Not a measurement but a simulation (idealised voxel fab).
Name of the process module below: voxel spacer lines
Section cut is 245 nm wide and gridded with 5 nm square cells.
A cross-section in this document is a grid of square cells, and it is written down as bands, the top band listed before the ones below it; a band is made up of one or more rows of cells. Basically the band line says how high the top is and how high the bottom is, in nm, and then what's in it from left to right, every material with its width in nm. Empty space shows up as "air", and if a single material carries "all across" it runs the full band edge to edge. Beneath 0, the wafer as received is one material, and that level is where height counting begins. The lowest band goes on downward without a bottom; it is written like "0 -> down". Think of "30..40" as a width that walks from the first number to the second as you go down the band, top row to bottom row, taking equal-sized steps from row to row. Any step labelled "stayed the same" changed none of the cells in the cross-section. Entry "Closed void register" = empty spaces >= 8 cells with no open way to the top; each as width x height at distance, distance from left edge, all nm. Text after the settings on a step's line: the simulator's own remark on that step. overlay nm: where the mask lay relative to plan, measured to the right, on steps with a mask; negatives go left.

**Listed below are the process steps as planned**
1 op RECEIVE | material Si
2 op CONFORMAL_DEP | material Al2O3 | thk nm 5
3 op DIRECTIONAL_DEP | material W | thk nm 20
4 op DIRECTIONAL_DEP | material aC | thk nm 25
5 op PATTERN | tone cover | mask id MANDREL | material resist | width nm 15 | pitch nm 70 | thk nm 30 | overlay nm 0
6 op DIRECTIONAL_ETCH | etch materials aC | depth nm 25
7 op STRIP | etch materials resist
8 op CONFORMAL_DEP | material SiO2 | thk nm 10
9 op DIRECTIONAL_ETCH | etch materials SiO2 | depth nm 10
10 op STRIP | etch materials aC
11 op DIRECTIONAL_ETCH | etch materials W | depth nm 20
12 op STRIP | etch materials SiO2
Wafers differ in width nm at step 5; plan lists the first wafer's value; identical starting state.

**Cross-section of the first of several received wafers, showing its state after step 1**
0 -> down = Si all across
Closed void register: none

**End-of-module cross-section, first of several wafers, after last step 12**
25 -> 5 = air=70 | W=10 | air=15 | W=10 | air=35 | W=10 | air=15 | W=10 | air=70
5 -> 0 = Al2O3 all across
0 -> down = Si all across
Closed void register: none

**Cross-section at module completion, last wafer**
25 -> 5 = air=60 | W=10 | air=40 | W=10 | air=10 | W=10 | air=40 | W=10 | air=55
5 -> 0 = Al2O3 all across
0 -> down = Si all across
Closed void register: none

**The table below has one row for each wafer; a row shows, as of the end of the module, how many cells of each material the wafer has gained, marked (+), or lost, marked (-), since it was received, and then the wafer's closed voids**
width nm 15 | +49 Al2O3 | +32 W | Closed void register: none
width nm 20 | +49 Al2O3 | +32 W | Closed void register: none
width nm 25 | +49 Al2O3 | +32 W | Closed void register: none
width nm 30 | +49 Al2O3 | +32 W | Closed void register: none
width nm 35 | +49 Al2O3 | +32 W | Closed void register: none
width nm 40 | +49 Al2O3 | +32 W | Closed void register: none
